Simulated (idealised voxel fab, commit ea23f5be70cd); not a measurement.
The document below concerns the process module designated voxel spacer lines.
cross-section cut | 205 nm wide | cells 5 nm
Format of a cross-section: grid, square cells. Given as bands. Order: top down. Band: one or more rows of cells. The band entry comprises the height of the band's top followed by the height of its bottom, expressed in nm, and subsequently the band's materials from left to right, each stated together with its width in nm. Where a single material is marked with the word "throughout", that material fills the band from edge to edge. The word "blank" represents empty space. It should be noted that heights are counted from 0, beneath which the wafer as supplied is of one material throughout, and that the lowest band possesses no lower boundary but continues downward, as written in "0 nm and below". Width "30->40": first value at the band's top row of cells, second value at its bottom row, equal change from row to row. "same as before" means the step left every cell of the cross-section as it was. "Encapsulated voids" lists enclosed empty spaces (at least 8 cells, no open path upward to the top), each as width x height at distance from the left edge, in nm. That trailing text on a step's line, after the settings, is the simulator's own remark on the step. The line of a step may include "overlay nm". On a step with a mask, this value is how far to the right of its planned place the mask lay. A negative value means the mask lay to the left.
# This section lists the process steps that were planned
1. RECEIVE [material Si]
2. CONFORMAL_DEP [material Al2O3] [thk nm 10]
3. DIRECTIONAL_DEP [material polySi] [thk nm 20]
4. DIRECTIONAL_DEP [material aC] [thk nm 25]
5. PATTERN [tone cover] [mask id MANDREL] [material resist] [width nm 15] [pitch nm 60] [thk nm 35] [overlay nm 0]
6. DIRECTIONAL_ETCH [etch materials aC] [depth nm 25]
7. STRIP [etch materials resist]
8. CONFORMAL_DEP [material SiN] [thk nm 15]
9. DIRECTIONAL_ETCH [etch materials SiN] [depth nm 15]
10. STRIP [etch materials aC]
11. DIRECTIONAL_ETCH [etch materials polySi] [depth nm 10]
12. STRIP [etch materials SiN]
13. FILL_DEP [material SiO2] [thk nm 10]
14. CMP [height nm 30]
Variable across wafers: step 11 depth nm (plan value is that of the first wafer; starting state common to all).
# Incoming state of the first of several wafers in cross-section: after step 1
> 0 nm and below | Si throughout
> Encapsulated voids: none
# Depicted here is the first of several wafers in cross-section, at module completion following the last step, step 14
> 30 nm to 20 nm | 50 of SiO2 | 15 of polySi | 15 of SiO2 | 15 of polySi | 15 of SiO2 | 15 of polySi | 15 of SiO2 | 15 of polySi | 50 of SiO2
> 20 nm to 10 nm | polySi throughout
> 10 nm to 0 nm | Al2O3 throughout
> 0 nm and below | Si throughout
> Encapsulated voids: none
# End of module: cross-section, last of several wafers
> 30 nm to 10 nm | 50 of SiO2 | 15 of polySi | 15 of SiO2 | 15 of polySi | 15 of SiO2 | 15 of polySi | 15 of SiO2 | 15 of polySi | 50 of SiO2
> 10 nm to 0 nm | Al2O3 throughout
> 0 nm and below | Si throughout
> Encapsulated voids: none
# each wafer at the end: cells of each material gained (+) or lost (-) since it was received, then its closed voids
depth nm 10; +82 Al2O3; +58 SiO2; +106 polySi; Encapsulated voids: none
depth nm 15; +82 Al2O3; +87 SiO2; +77 polySi; Encapsulated voids: none
depth nm 20; +82 Al2O3; +116 SiO2; +48 polySi; Encapsulated voids: none
depth nm 25; +82 Al2O3; +116 SiO2; +48 polySi; Encapsulated voids: none
depth nm 30; +82 Al2O3; +116 SiO2; +48 polySi; Encapsulated voids: none
depth nm 35; +82 Al2O3; +116 SiO2; +48 polySi; Encapsulated voids: none
